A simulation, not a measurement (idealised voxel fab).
This section sets out a process module, namely voxel transistor to metal.
Square cell edge 5 nm, section width 150 nm, ID cut.
When this document writes out a cross-section, it uses a grid of square cells and lists it as bands, beginning at the top and moving down, with a band standing for one or more rows of cells. Heads up on the band format: heights come first, top then bottom, in nm. After that it's the materials left to right, each with its width in nm. A single material flagged "full width" fills the whole band edge to edge, and "empty" means there's empty space there. Where do heights start? At 0: under that level the wafer as delivered is made of one material only. And the lowest band has no floor; it just carries on downward, as in "0..down". With a width like "30 to 40", each row of cells in the band differs from the next by the same amount, the top row carrying the first number and the bottom row the second. "no modifications", as given for a step, is the statement that not any cell of the cross-section underwent a change during that step. "Sealed void listing" means: voids of 8 cells or more that are shut off from the top with no open way through. Written width x height at distance, distance from the left edge, in nm. Whatever follows a step's settings on its line is a remark the simulator itself makes about that step. "overlay nm", when on a step's line for a step with a mask, measures how far to the right of its planned place the mask lay; a negative measure means to the left.

### Intended process steps
1) RECEIVE | material Si
2) OXIDIZE | depth nm 5
3) CONFORMAL_DEP | material SiN | thk nm 15
4) MASKED_ETCH | tone cover | mask id ACTIVE | width nm 105 | etch materials SiN | depth nm 15 | overlay nm 0
5) MASKED_ETCH | tone cover | mask id ACTIVE | width nm 105 | etch materials SiO2 | depth nm 5 | overlay nm 0
6) MASKED_ETCH | tone cover | mask id ACTIVE | width nm 105 | etch materials Si | depth nm 35 | overlay nm 0
7) FILL_DEP | material SiO2 | thk nm 15
8) CMP | height nm 15
9) SELECTIVE_ETCH | etch materials SiO2 | depth nm 15
10) STRIP | etch materials SiN
11) SELECTIVE_ETCH | etch materials SiO2 | depth nm 5
12) OXIDIZE | depth nm 5
13) DIRECTIONAL_DEP | material polySi | thk nm 25
14) DIRECTIONAL_DEP | material SiCN | thk nm 15
15) DIRECTIONAL_DEP | material aC | thk nm 10
16) PATTERN | tone cover | mask id GATE | material resist | width nm 25 | thk nm 30 | overlay nm 0
17) DIRECTIONAL_ETCH | etch materials aC | depth nm 10
18) STRIP | etch materials resist
19) DIRECTIONAL_ETCH | etch materials SiCN | depth nm 25
20) DIRECTIONAL_ETCH | etch materials polySi | depth nm 35
21) STRIP | etch materials aC
22) CONFORMAL_DEP | material SiN | thk nm 5
23) DIRECTIONAL_ETCH | etch materials SiN | depth nm 5
24) DIRECTIONAL_ETCH | etch materials SiO2 | depth nm 5
25) DIRECTIONAL_ETCH | etch materials Si | depth nm 5
26) EPI | material SiGe | thk nm 5
27) FILL_DEP | material SiO2 | thk nm 10
28) CMP | height nm 20
29) STRIP | etch materials polySi
30) SELECTIVE_ETCH | etch materials SiO2 | depth nm 5
31) CONFORMAL_DEP | material HfO2 | thk nm 5
32) CONFORMAL_DEP | material TiN | thk nm 5
33) FILL_DEP | material W | thk nm 5
34) CMP | height nm 15
35) DIRECTIONAL_DEP | material SiO2 | thk nm 10
36) MASKED_ETCH | tone open | mask id CONTACT | width nm 15 | pitch nm 80 | etch materials SiO2 | depth nm 35 | overlay nm 0
37) CONFORMAL_DEP | material TiN | thk nm 5
38) FILL_DEP | material W | thk nm 10
39) CMP | height nm 25
40) DIRECTIONAL_DEP | material TiN | thk nm 5
41) DIRECTIONAL_DEP | material W | thk nm 15
42) PATTERN | tone cover | mask id METAL_1 | material resist | width nm 15 | pitch nm 80 | thk nm 20 | overlay nm 0
43) DIRECTIONAL_ETCH | etch materials W | depth nm 15
44) DIRECTIONAL_ETCH | etch materials TiN | depth nm 5
45) STRIP | etch materials resist
46) FILL_DEP | material SiO2 | thk nm 5
47) CMP | height nm 45
48) CONFORMAL_DEP | material SiN | thk nm 5

### First wafer out of two, processed as planned

### As-received wafer cross-section (after step 1)
> 0..down = Si full width
> Sealed void listing: none

### after step 2
> 0..-5 = SiO2 full width
> All layers under -5 are left as they were.

### after step 3
> 15..0 = SiN full width
> All layers under 0 are left as they were.

### after step 4
> 15..0 = 20 of empty / 105 of SiN / 25 of empty
> All layers under 0 are left as they were.

### after step 5
> 15..0 = 20 of empty / 105 of SiN / 25 of empty
> 0..-5 = 20 of empty / 105 of SiO2 / 25 of empty
> All layers under -5 are left as they were.

### after step 6
> 15..0 = 20 of empty / 105 of SiN / 25 of empty
> 0..-5 = 20 of empty / 105 of SiO2 / 25 of empty
> -5..-40 = 20 of empty / 105 of Si / 25 of empty
> All layers under -40 are left as they were.

### after step 7
> 30..15 = SiO2 full width
> 15..0 = 20 of SiO2 / 105 of SiN / 25 of SiO2
> 0..-5 = SiO2 full width
> -5..-40 = 20 of SiO2 / 105 of Si / 25 of SiO2
> All layers under -40 are left as they were.

### after step 8
> 15..0 = 20 of SiO2 / 105 of SiN / 25 of SiO2
> All layers under 0 are left as they were.

### after step 9
> 15..0 = 20 of empty / 105 of SiN / 25 of empty
> All layers under 0 are left as they were.

### after step 10
> 0..-5 = SiO2 full width
> All layers under -5 are left as they were.

### after step 11
> -5..-40 = 20 of SiO2 / 105 of Si / 25 of SiO2
> All layers under -40 are left as they were.

### after step 12
> -5..-10 = SiO2 full width
> All layers under -10 are left as they were.

### after step 13
> 20..-5 = polySi full width
> All layers under -5 are left as they were.

### after step 14
> 35..20 = SiCN full width
> All layers under 20 are left as they were.

### after step 15
> 45..35 = aC full width
> All layers under 35 are left as they were.

### after step 16
> 75..45 = 60 of empty / 25 of resist / 65 of empty
> All layers under 45 are left as they were.

### after step 17
> 65..45 = 60 of empty / 25 of resist / 65 of empty
> 45..35 = 60 of empty / 25 of aC / 65 of empty
> All layers under 35 are left as they were.

### after step 18
> 45..35 = 60 of empty / 25 of aC / 65 of empty
> All layers under 35 are left as they were.

### after step 19
> 45..35 = 60 of empty / 25 of aC / 65 of empty
> 35..20 = 60 of empty / 25 of SiCN / 65 of empty
> All layers under 20 are left as they were.

### after step 20
> 45..35 = 60 of empty / 25 of aC / 65 of empty
> 35..20 = 60 of empty / 25 of SiCN / 65 of empty
> 20..-5 = 60 of empty / 25 of polySi / 65 of empty
> All layers under -5 are left as they were.

### after step 21
> 35..20 = 60 of empty / 25 of SiCN / 65 of empty
> All layers under 20 are left as they were.

### after step 22
> 40..35 = 55 of empty / 35 of SiN / 60 of empty
> 35..20 = 55 of empty / 5 of SiN / 25 of SiCN / 5 of SiN / 60 of empty
> 20..0 = 55 of empty / 5 of SiN / 25 of polySi / 5 of SiN / 60 of empty
> 0..-5 = 60 of SiN / 25 of polySi / 65 of SiN
> All layers under -5 are left as they were.

### after step 23
> 35..20 = 55 of empty / 5 of SiN / 25 of SiCN / 5 of SiN / 60 of empty
> 20..-5 = 55 of empty / 5 of SiN / 25 of polySi / 5 of SiN / 60 of empty
> All layers under -5 are left as they were.

### after step 24
> 35..20 = 55 of empty / 5 of SiN / 25 of SiCN / 5 of SiN / 60 of empty
> 20..-5 = 55 of empty / 5 of SiN / 25 of polySi / 5 of SiN / 60 of empty
> -5..-10 = 55 of empty / 35 of SiO2 / 60 of empty
> All layers under -10 are left as they were.

### after step 25
> 35..20 = 55 of empty / 5 of SiN / 25 of SiCN / 5 of SiN / 60 of empty
> 20..-5 = 55 of empty / 5 of SiN / 25 of polySi / 5 of SiN / 60 of empty
> -5..-10 = 55 of empty / 35 of SiO2 / 60 of empty
> -10..-15 = 20 of SiO2 / 35 of empty / 35 of Si / 35 of empty / 25 of SiO2
> All layers under -15 are left as they were.

### after step 26
> 35..20 = 55 of empty / 5 of SiN / 25 of SiCN / 5 of SiN / 60 of empty
> 20..-5 = 55 of empty / 5 of SiN / 25 of polySi / 5 of SiN / 60 of empty
> -5..-10 = 50 of empty / 5 of SiGe / 35 of SiO2 / 5 of SiGe / 55 of empty
> -10..-15 = 20 of SiO2 / 35 of SiGe / 35 of Si / 35 of SiGe / 25 of SiO2
> All layers under -15 are left as they were.

### after step 27
> 45..35 = SiO2 full width
> 35..20 = 55 of SiO2 / 5 of SiN / 25 of SiCN / 5 of SiN / 60 of SiO2
> 20..-5 = 55 of SiO2 / 5 of SiN / 25 of polySi / 5 of SiN / 60 of SiO2
> -5..-10 = 50 of SiO2 / 5 of SiGe / 35 of SiO2 / 5 of SiGe / 55 of SiO2
> All layers under -10 are left as they were.

### after step 28
> 20..-5 = 55 of SiO2 / 5 of SiN / 25 of polySi / 5 of SiN / 60 of SiO2
> All layers under -5 are left as they were.

### after step 29
> 20..-5 = 55 of SiO2 / 5 of SiN / 25 of empty / 5 of SiN / 60 of SiO2
> All layers under -5 are left as they were.

### after step 30
> 20..15 = 55 of empty / 5 of SiN / 25 of empty / 5 of SiN / 60 of empty
> 15..-5 = 55 of SiO2 / 5 of SiN / 25 of empty / 5 of SiN / 60 of SiO2
> -5..-10 = 50 of SiO2 / 5 of SiGe / 35 of empty / 5 of SiGe / 55 of SiO2
> All layers under -10 are left as they were.

### after step 31
> 25..20 = 50 of empty / 15 of HfO2 / 15 of empty / 15 of HfO2 / 55 of empty
> 20..15 = 55 of HfO2 / 5 of SiN / 5 of HfO2 / 15 of empty / 5 of HfO2 / 5 of SiN / 60 of HfO2
> 15..-5 = 55 of SiO2 / 5 of SiN / 5 of HfO2 / 15 of empty / 5 of HfO2 / 5 of SiN / 60 of SiO2
> -5..-10 = 50 of SiO2 / 5 of SiGe / 35 of HfO2 / 5 of SiGe / 55 of SiO2
> All layers under -10 are left as they were.

### after step 32
> 30..25 = 45 of empty / 25 of TiN / 5 of empty / 25 of TiN / 50 of empty
> 25..20 = 50 of TiN / 15 of HfO2 / 5 of TiN / 5 of empty / 5 of TiN / 15 of HfO2 / 55 of TiN
> 20..15 = 55 of HfO2 / 5 of SiN / 5 of HfO2 / 5 of TiN / 5 of empty / 5 of TiN / 5 of HfO2 / 5 of SiN / 60 of HfO2
> 15..0 = 55 of SiO2 / 5 of SiN / 5 of HfO2 / 5 of TiN / 5 of empty / 5 of TiN / 5 of HfO2 / 5 of SiN / 60 of SiO2
> 0..-5 = 55 of SiO2 / 5 of SiN / 5 of HfO2 / 15 of TiN / 5 of HfO2 / 5 of SiN / 60 of SiO2
> All layers under -5 are left as they were.

### after step 33
> 35..30 = W full width
> 30..25 = 45 of W / 25 of TiN / 5 of W / 25 of TiN / 50 of W
> 25..20 = 50 of TiN / 15 of HfO2 / 5 of TiN / 5 of W / 5 of TiN / 15 of HfO2 / 55 of TiN
> 20..15 = 55 of HfO2 / 5 of SiN / 5 of HfO2 / 5 of TiN / 5 of W / 5 of TiN / 5 of HfO2 / 5 of SiN / 60 of HfO2
> 15..0 = 55 of SiO2 / 5 of SiN / 5 of HfO2 / 5 of TiN / 5 of W / 5 of TiN / 5 of HfO2 / 5 of SiN / 60 of SiO2
> All layers under 0 are left as they were.

### after step 34
> 15..0 = 55 of SiO2 / 5 of SiN / 5 of HfO2 / 5 of TiN / 5 of W / 5 of TiN / 5 of HfO2 / 5 of SiN / 60 of SiO2
> All layers under 0 are left as they were.

### after step 35
> 25..15 = SiO2 full width
> All layers under 15 are left as they were.

### after step 36
> 25..15 = 25 of SiO2 / 15 of empty / 65 of SiO2 / 15 of empty / 30 of SiO2
> 15..0 = 25 of SiO2 / 15 of empty / 15 of SiO2 / 5 of SiN / 5 of HfO2 / 5 of TiN / 5 of W / 5 of TiN / 5 of HfO2 / 5 of SiN / 15 of SiO2 / 15 of empty / 30 of SiO2
> 0..-5 = 25 of SiO2 / 15 of empty / 15 of SiO2 / 5 of SiN / 5 of HfO2 / 15 of TiN / 5 of HfO2 / 5 of SiN / 15 of SiO2 / 15 of empty / 30 of SiO2
> -5..-10 = 25 of SiO2 / 15 of empty / 10 of SiO2 / 5 of SiGe / 35 of HfO2 / 5 of SiGe / 10 of SiO2 / 15 of empty / 30 of SiO2
> All layers under -10 are left as they were.

### after step 37
> 30..25 = 30 of TiN / 5 of empty / 75 of TiN / 5 of empty / 35 of TiN
> 25..15 = 25 of SiO2 / 5 of TiN / 5 of empty / 5 of TiN / 65 of SiO2 / 5 of TiN / 5 of empty / 5 of TiN / 30 of SiO2
> 15..0 = 25 of SiO2 / 5 of TiN / 5 of empty / 5 of TiN / 15 of SiO2 / 5 of SiN / 5 of HfO2 / 5 of TiN / 5 of W / 5 of TiN / 5 of HfO2 / 5 of SiN / 15 of SiO2 / 5 of TiN / 5 of empty / 5 of TiN / 30 of SiO2
> 0..-5 = 25 of SiO2 / 5 of TiN / 5 of empty / 5 of TiN / 15 of SiO2 / 5 of SiN / 5 of HfO2 / 15 of TiN / 5 of HfO2 / 5 of SiN / 15 of SiO2 / 5 of TiN / 5 of empty / 5 of TiN / 30 of SiO2
> -5..-10 = 25 of SiO2 / 15 of TiN / 10 of SiO2 / 5 of SiGe / 35 of HfO2 / 5 of SiGe / 10 of SiO2 / 15 of TiN / 30 of SiO2
> All layers under -10 are left as they were.

### after step 38
> 40..30 = W full width
> 30..25 = 30 of TiN / 5 of W / 75 of TiN / 5 of W / 35 of TiN
> 25..15 = 25 of SiO2 / 5 of TiN / 5 of W / 5 of TiN / 65 of SiO2 / 5 of TiN / 5 of W / 5 of TiN / 30 of SiO2
> 15..0 = 25 of SiO2 / 5 of TiN / 5 of W / 5 of TiN / 15 of SiO2 / 5 of SiN / 5 of HfO2 / 5 of TiN / 5 of W / 5 of TiN / 5 of HfO2 / 5 of SiN / 15 of SiO2 / 5 of TiN / 5 of W / 5 of TiN / 30 of SiO2
> 0..-5 = 25 of SiO2 / 5 of TiN / 5 of W / 5 of TiN / 15 of SiO2 / 5 of SiN / 5 of HfO2 / 15 of TiN / 5 of HfO2 / 5 of SiN / 15 of SiO2 / 5 of TiN / 5 of W / 5 of TiN / 30 of SiO2
> All layers under -5 are left as they were.

### after step 39
> 25..15 = 25 of SiO2 / 5 of TiN / 5 of W / 5 of TiN / 65 of SiO2 / 5 of TiN / 5 of W / 5 of TiN / 30 of SiO2
> All layers under 15 are left as they were.

### after step 40
> 30..25 = TiN full width
> All layers under 25 are left as they were.

### after step 41
> 45..30 = W full width
> All layers under 30 are left as they were.

### after step 42
> 65..45 = 25 of empty / 15 of resist / 65 of empty / 15 of resist / 30 of empty
> All layers under 45 are left as they were.

### after step 43
> 65..45 = 25 of empty / 15 of resist / 65 of empty / 15 of resist / 30 of empty
> 45..30 = 25 of empty / 15 of W / 65 of empty / 15 of W / 30 of empty
> All layers under 30 are left as they were.

### after step 44
> 65..45 = 25 of empty / 15 of resist / 65 of empty / 15 of resist / 30 of empty
> 45..30 = 25 of empty / 15 of W / 65 of empty / 15 of W / 30 of empty
> 30..25 = 25 of empty / 15 of TiN / 65 of empty / 15 of TiN / 30 of empty
> All layers under 25 are left as they were.

### after step 45
> 45..30 = 25 of empty / 15 of W / 65 of empty / 15 of W / 30 of empty
> All layers under 30 are left as they were.

### after step 46
> 50..45 = SiO2 full width
> 45..30 = 25 of SiO2 / 15 of W / 65 of SiO2 / 15 of W / 30 of SiO2
> 30..25 = 25 of SiO2 / 15 of TiN / 65 of SiO2 / 15 of TiN / 30 of SiO2
> All layers under 25 are left as they were.

### after step 47
> 45..30 = 25 of SiO2 / 15 of W / 65 of SiO2 / 15 of W / 30 of SiO2
> All layers under 30 are left as they were.

### after step 48
> 50..45 = SiN full width
> All layers under 45 are left as they were.

### Wafer two. Identical start, identical plan. One mistake in execution. Identical history through step 8

### Second wafer shown in cross-section at the time step 9 was slated to end
> 15..0 = 20 of empty / 105 of SiN / 25 of empty
> 0..-5 = 35 of empty / 75 of SiO2 / 40 of empty
> -5..-15 = 20 of empty / 105 of Si / 25 of empty
> All layers under -15 are left as they were.

### Second wafer shown in cross-section at the time step 10 was slated to end
> 0..-5 = 35 of empty / 75 of SiO2 / 40 of empty
> All layers under -5 are left as they were.

### Second wafer shown in cross-section at the time step 11 was slated to end
> -5..-20 = 20 of empty / 105 of Si / 25 of empty
> All layers under -20 are left as they were.

### Second wafer shown in cross-section at the time step 12 was slated to end
> -5..-10 = 20 of empty / 105 of SiO2 / 25 of empty
> -10..-20 = 20 of empty / 5 of SiO2 / 95 of Si / 5 of SiO2 / 25 of empty
> -20..-25 = 25 of SiO2 / 95 of Si / 30 of SiO2
> All layers under -25 are left as they were.

### Second wafer shown in cross-section at the time step 13 was slated to end
> 20..5 = 20 of empty / 105 of polySi / 25 of empty
> 5..-5 = polySi full width
> -5..-10 = 20 of polySi / 105 of SiO2 / 25 of polySi
> -10..-20 = 20 of polySi / 5 of SiO2 / 95 of Si / 5 of SiO2 / 25 of polySi
> All layers under -20 are left as they were.

### Second wafer shown in cross-section at the time step 14 was slated to end
> 35..20 = 20 of empty / 105 of SiCN / 25 of empty
> 20..5 = 20 of SiCN / 105 of polySi / 25 of SiCN
> All layers under 5 are left as they were.

### Second wafer shown in cross-section at the time step 15 was slated to end
> 45..35 = 20 of empty / 105 of aC / 25 of empty
> 35..30 = 20 of empty / 105 of SiCN / 25 of empty
> 30..20 = 20 of aC / 105 of SiCN / 25 of aC
> All layers under 20 are left as they were.

### Second wafer shown in cross-section at the time step 16 was slated to end
> 75..45 = 60 of empty / 25 of resist / 65 of empty
> All layers under 45 are left as they were.

### Second wafer shown in cross-section at the time step 17 was slated to end
> 65..45 = 60 of empty / 25 of resist / 65 of empty
> 45..35 = 60 of empty / 25 of aC / 65 of empty
> 35..20 = 20 of empty / 105 of SiCN / 25 of empty
> All layers under 20 are left as they were.

### Second wafer shown in cross-section at the time step 18 was slated to end
> 45..35 = 60 of empty / 25 of aC / 65 of empty
> All layers under 35 are left as they were.

### Second wafer shown in cross-section at the time step 19 was slated to end
> 45..35 = 60 of empty / 25 of aC / 65 of empty
> 35..20 = 60 of empty / 25 of SiCN / 65 of empty
> 20..5 = 20 of empty / 105 of polySi / 25 of empty
> All layers under 5 are left as they were.

### Second wafer shown in cross-section at the time step 20 was slated to end
> 45..35 = 60 of empty / 25 of aC / 65 of empty
> 35..20 = 60 of empty / 25 of SiCN / 65 of empty
> 20..-5 = 60 of empty / 25 of polySi / 65 of empty
> -5..-10 = 20 of empty / 105 of SiO2 / 25 of empty
> -10..-20 = 20 of empty / 5 of SiO2 / 95 of Si / 5 of SiO2 / 25 of empty
> All layers under -20 are left as they were.

### Second wafer shown in cross-section at the time step 21 was slated to end
> 35..20 = 60 of empty / 25 of SiCN / 65 of empty
> All layers under 20 are left as they were.

### Second wafer shown in cross-section at the time step 22 was slated to end
> 40..35 = 55 of empty / 35 of SiN / 60 of empty
> 35..20 = 55 of empty / 5 of SiN / 25 of SiCN / 5 of SiN / 60 of empty
> 20..0 = 55 of empty / 5 of SiN / 25 of polySi / 5 of SiN / 60 of empty
> 0..-5 = 15 of empty / 45 of SiN / 25 of polySi / 45 of SiN / 20 of empty
> -5..-10 = 15 of empty / 5 of SiN / 105 of SiO2 / 5 of SiN / 20 of empty
> -10..-15 = 15 of empty / 5 of SiN / 5 of SiO2 / 95 of Si / 5 of SiO2 / 5 of SiN / 20 of empty
> -15..-20 = 20 of SiN / 5 of SiO2 / 95 of Si / 5 of SiO2 / 25 of SiN
> All layers under -20 are left as they were.

### Second wafer shown in cross-section at the time step 23 was slated to end
> 35..20 = 55 of empty / 5 of SiN / 25 of SiCN / 5 of SiN / 60 of empty
> 20..-5 = 55 of empty / 5 of SiN / 25 of polySi / 5 of SiN / 60 of empty
> -5..-10 = 15 of empty / 5 of SiN / 105 of SiO2 / 5 of SiN / 20 of empty
> -10..-20 = 15 of empty / 5 of SiN / 5 of SiO2 / 95 of Si / 5 of SiO2 / 5 of SiN / 20 of empty
> All layers under -20 are left as they were.

### Second wafer shown in cross-section at the time step 24 was slated to end
> 35..20 = 55 of empty / 5 of SiN / 25 of SiCN / 5 of SiN / 60 of empty
> 20..-5 = 55 of empty / 5 of SiN / 25 of polySi / 5 of SiN / 60 of empty
> -5..-10 = 15 of empty / 5 of SiN / 35 of empty / 35 of SiO2 / 35 of empty / 5 of SiN / 20 of empty
> -10..-20 = 15 of empty / 5 of SiN / 5 of SiO2 / 95 of Si / 5 of SiO2 / 5 of SiN / 20 of empty
> -20..-25 = 15 of empty / 10 of SiO2 / 95 of Si / 10 of SiO2 / 20 of empty
> All layers under -25 are left as they were.

### Second wafer shown in cross-section at the time step 25 was slated to end
> 35..20 = 55 of empty / 5 of SiN / 25 of SiCN / 5 of SiN / 60 of empty
> 20..-5 = 55 of empty / 5 of SiN / 25 of polySi / 5 of SiN / 60 of empty
> -5..-10 = 15 of empty / 5 of SiN / 35 of empty / 35 of SiO2 / 35 of empty / 5 of SiN / 20 of empty
> -10..-15 = 15 of empty / 5 of SiN / 5 of SiO2 / 30 of empty / 35 of Si / 30 of empty / 5 of SiO2 / 5 of SiN / 20 of empty
> All layers under -15 are left as they were.

### Second wafer shown in cross-section at the time step 26 was slated to end
> 35..20 = 55 of empty / 5 of SiN / 25 of SiCN / 5 of SiN / 60 of empty
> 20..-5 = 55 of empty / 5 of SiN / 25 of polySi / 5 of SiN / 60 of empty
> -5..-10 = 15 of empty / 5 of SiN / 30 of empty / 5 of SiGe / 35 of SiO2 / 5 of SiGe / 30 of empty / 5 of SiN / 20 of empty
> -10..-15 = 15 of empty / 5 of SiN / 5 of SiO2 / 30 of SiGe / 35 of Si / 30 of SiGe / 5 of SiO2 / 5 of SiN / 20 of empty
> All layers under -15 are left as they were.

### Second wafer shown in cross-section at the time step 27 was slated to end
> 45..35 = SiO2 full width
> 35..20 = 55 of SiO2 / 5 of SiN / 25 of SiCN / 5 of SiN / 60 of SiO2
> 20..-5 = 55 of SiO2 / 5 of SiN / 25 of polySi / 5 of SiN / 60 of SiO2
> -5..-10 = 15 of SiO2 / 5 of SiN / 30 of SiO2 / 5 of SiGe / 35 of SiO2 / 5 of SiGe / 30 of SiO2 / 5 of SiN / 20 of SiO2
> -10..-15 = 15 of SiO2 / 5 of SiN / 5 of SiO2 / 30 of SiGe / 35 of Si / 30 of SiGe / 5 of SiO2 / 5 of SiN / 20 of SiO2
> -15..-20 = 15 of SiO2 / 5 of SiN / 5 of SiO2 / 95 of Si / 5 of SiO2 / 5 of SiN / 20 of SiO2
> -20..-25 = 25 of SiO2 / 95 of Si / 30 of SiO2
> All layers under -25 are left as they were.

### Second wafer shown in cross-section at the time step 28 was slated to end
> 20..-5 = 55 of SiO2 / 5 of SiN / 25 of polySi / 5 of SiN / 60 of SiO2
> All layers under -5 are left as they were.

### Second wafer shown in cross-section at the time step 29 was slated to end
> 20..-5 = 55 of SiO2 / 5 of SiN / 25 of empty / 5 of SiN / 60 of SiO2
> All layers under -5 are left as they were.

### Second wafer shown in cross-section at the time step 30 was slated to end
> 20..15 = 55 of empty / 5 of SiN / 25 of empty / 5 of SiN / 60 of empty
> 15..-5 = 55 of SiO2 / 5 of SiN / 25 of empty / 5 of SiN / 60 of SiO2
> -5..-10 = 15 of SiO2 / 5 of SiN / 30 of SiO2 / 5 of SiGe / 35 of empty / 5 of SiGe / 30 of SiO2 / 5 of SiN / 20 of SiO2
> All layers under -10 are left as they were.

### Second wafer shown in cross-section at the time step 31 was slated to end
> 25..20 = 50 of empty / 15 of HfO2 / 15 of empty / 15 of HfO2 / 55 of empty
> 20..15 = 55 of HfO2 / 5 of SiN / 5 of HfO2 / 15 of empty / 5 of HfO2 / 5 of SiN / 60 of HfO2
> 15..-5 = 55 of SiO2 / 5 of SiN / 5 of HfO2 / 15 of empty / 5 of HfO2 / 5 of SiN / 60 of SiO2
> -5..-10 = 15 of SiO2 / 5 of SiN / 30 of SiO2 / 5 of SiGe / 35 of HfO2 / 5 of SiGe / 30 of SiO2 / 5 of SiN / 20 of SiO2
> All layers under -10 are left as they were.

### Second wafer shown in cross-section at the time step 32 was slated to end
> 30..25 = 45 of empty / 25 of TiN / 5 of empty / 25 of TiN / 50 of empty
> 25..20 = 50 of TiN / 15 of HfO2 / 5 of TiN / 5 of empty / 5 of TiN / 15 of HfO2 / 55 of TiN
> 20..15 = 55 of HfO2 / 5 of SiN / 5 of HfO2 / 5 of TiN / 5 of empty / 5 of TiN / 5 of HfO2 / 5 of SiN / 60 of HfO2
> 15..0 = 55 of SiO2 / 5 of SiN / 5 of HfO2 / 5 of TiN / 5 of empty / 5 of TiN / 5 of HfO2 / 5 of SiN / 60 of SiO2
> 0..-5 = 55 of SiO2 / 5 of SiN / 5 of HfO2 / 15 of TiN / 5 of HfO2 / 5 of SiN / 60 of SiO2
> All layers under -5 are left as they were.

### Second wafer shown in cross-section at the time step 33 was slated to end
> 35..30 = W full width
> 30..25 = 45 of W / 25 of TiN / 5 of W / 25 of TiN / 50 of W
> 25..20 = 50 of TiN / 15 of HfO2 / 5 of TiN / 5 of W / 5 of TiN / 15 of HfO2 / 55 of TiN
> 20..15 = 55 of HfO2 / 5 of SiN / 5 of HfO2 / 5 of TiN / 5 of W / 5 of TiN / 5 of HfO2 / 5 of SiN / 60 of HfO2
> 15..0 = 55 of SiO2 / 5 of SiN / 5 of HfO2 / 5 of TiN / 5 of W / 5 of TiN / 5 of HfO2 / 5 of SiN / 60 of SiO2
> All layers under 0 are left as they were.

### Second wafer shown in cross-section at the time step 34 was slated to end
> 15..0 = 55 of SiO2 / 5 of SiN / 5 of HfO2 / 5 of TiN / 5 of W / 5 of TiN / 5 of HfO2 / 5 of SiN / 60 of SiO2
> All layers under 0 are left as they were.

### Second wafer shown in cross-section at the time step 35 was slated to end
> 25..15 = SiO2 full width
> All layers under 15 are left as they were.

### Second wafer shown in cross-section at the time step 36 was slated to end
> 25..15 = 25 of SiO2 / 15 of empty / 65 of SiO2 / 15 of empty / 30 of SiO2
> 15..0 = 25 of SiO2 / 15 of empty / 15 of SiO2 / 5 of SiN / 5 of HfO2 / 5 of TiN / 5 of W / 5 of TiN / 5 of HfO2 / 5 of SiN / 15 of SiO2 / 15 of empty / 30 of SiO2
> 0..-5 = 25 of SiO2 / 15 of empty / 15 of SiO2 / 5 of SiN / 5 of HfO2 / 15 of TiN / 5 of HfO2 / 5 of SiN / 15 of SiO2 / 15 of empty / 30 of SiO2
> -5..-10 = 15 of SiO2 / 5 of SiN / 5 of SiO2 / 15 of empty / 10 of SiO2 / 5 of SiGe / 35 of HfO2 / 5 of SiGe / 10 of SiO2 / 15 of empty / 5 of SiO2 / 5 of SiN / 20 of SiO2
> All layers under -10 are left as they were.

### Second wafer shown in cross-section at the time step 37 was slated to end
> 30..25 = 30 of TiN / 5 of empty / 75 of TiN / 5 of empty / 35 of TiN
> 25..15 = 25 of SiO2 / 5 of TiN / 5 of empty / 5 of TiN / 65 of SiO2 / 5 of TiN / 5 of empty / 5 of TiN / 30 of SiO2
> 15..0 = 25 of SiO2 / 5 of TiN / 5 of empty / 5 of TiN / 15 of SiO2 / 5 of SiN / 5 of HfO2 / 5 of TiN / 5 of W / 5 of TiN / 5 of HfO2 / 5 of SiN / 15 of SiO2 / 5 of TiN / 5 of empty / 5 of TiN / 30 of SiO2
> 0..-5 = 25 of SiO2 / 5 of TiN / 5 of empty / 5 of TiN / 15 of SiO2 / 5 of SiN / 5 of HfO2 / 15 of TiN / 5 of HfO2 / 5 of SiN / 15 of SiO2 / 5 of TiN / 5 of empty / 5 of TiN / 30 of SiO2
> -5..-10 = 15 of SiO2 / 5 of SiN / 5 of SiO2 / 15 of TiN / 10 of SiO2 / 5 of SiGe / 35 of HfO2 / 5 of SiGe / 10 of SiO2 / 15 of TiN / 5 of SiO2 / 5 of SiN / 20 of SiO2
> All layers under -10 are left as they were.

### Second wafer shown in cross-section at the time step 38 was slated to end
> 40..30 = W full width
> 30..25 = 30 of TiN / 5 of W / 75 of TiN / 5 of W / 35 of TiN
> 25..15 = 25 of SiO2 / 5 of TiN / 5 of W / 5 of TiN / 65 of SiO2 / 5 of TiN / 5 of W / 5 of TiN / 30 of SiO2
> 15..0 = 25 of SiO2 / 5 of TiN / 5 of W / 5 of TiN / 15 of SiO2 / 5 of SiN / 5 of HfO2 / 5 of TiN / 5 of W / 5 of TiN / 5 of HfO2 / 5 of SiN / 15 of SiO2 / 5 of TiN / 5 of W / 5 of TiN / 30 of SiO2
> 0..-5 = 25 of SiO2 / 5 of TiN / 5 of W / 5 of TiN / 15 of SiO2 / 5 of SiN / 5 of HfO2 / 15 of TiN / 5 of HfO2 / 5 of SiN / 15 of SiO2 / 5 of TiN / 5 of W / 5 of TiN / 30 of SiO2
> All layers under -5 are left as they were.

### Second wafer shown in cross-section at the time step 39 was slated to end
> 25..15 = 25 of SiO2 / 5 of TiN / 5 of W / 5 of TiN / 65 of SiO2 / 5 of TiN / 5 of W / 5 of TiN / 30 of SiO2
> All layers under 15 are left as they were.

### Second wafer shown in cross-section at the time step 40 was slated to end
> 30..25 = TiN full width
> All layers under 25 are left as they were.

### Second wafer shown in cross-section at the time step 41 was slated to end
> 45..30 = W full width
> All layers under 30 are left as they were.

### Second wafer shown in cross-section at the time step 42 was slated to end
> 65..45 = 25 of empty / 15 of resist / 65 of empty / 15 of resist / 30 of empty
> All layers under 45 are left as they were.

### Second wafer shown in cross-section at the time step 43 was slated to end
> 65..45 = 25 of empty / 15 of resist / 65 of empty / 15 of resist / 30 of empty
> 45..30 = 25 of empty / 15 of W / 65 of empty / 15 of W / 30 of empty
> All layers under 30 are left as they were.

### Second wafer shown in cross-section at the time step 44 was slated to end
> 65..45 = 25 of empty / 15 of resist / 65 of empty / 15 of resist / 30 of empty
> 45..30 = 25 of empty / 15 of W / 65 of empty / 15 of W / 30 of empty
> 30..25 = 25 of empty / 15 of TiN / 65 of empty / 15 of TiN / 30 of empty
> All layers under 25 are left as they were.

### Second wafer shown in cross-section at the time step 45 was slated to end
> 45..30 = 25 of empty / 15 of W / 65 of empty / 15 of W / 30 of empty
> All layers under 30 are left as they were.

### Second wafer shown in cross-section at the time step 46 was slated to end
> 50..45 = SiO2 full width
> 45..30 = 25 of SiO2 / 15 of W / 65 of SiO2 / 15 of W / 30 of SiO2
> 30..25 = 25 of SiO2 / 15 of TiN / 65 of SiO2 / 15 of TiN / 30 of SiO2
> All layers under 25 are left as they were.

### Second wafer shown in cross-section at the time step 47 was slated to end
> 45..30 = 25 of SiO2 / 15 of W / 65 of SiO2 / 15 of W / 30 of SiO2
> All layers under 30 are left as they were.

### Second wafer shown in cross-section at the time step 48 was slated to end
> 50..45 = SiN full width
> All layers under 45 are left as they were.
Error vs. plan: twice over, step 9 of the plan was run
It is noted that, at the conclusion of processing, the second wafer exhibits a higher or lower cell count for certain materials relative to the first: -4 Si | -2 SiGe | +6 SiN
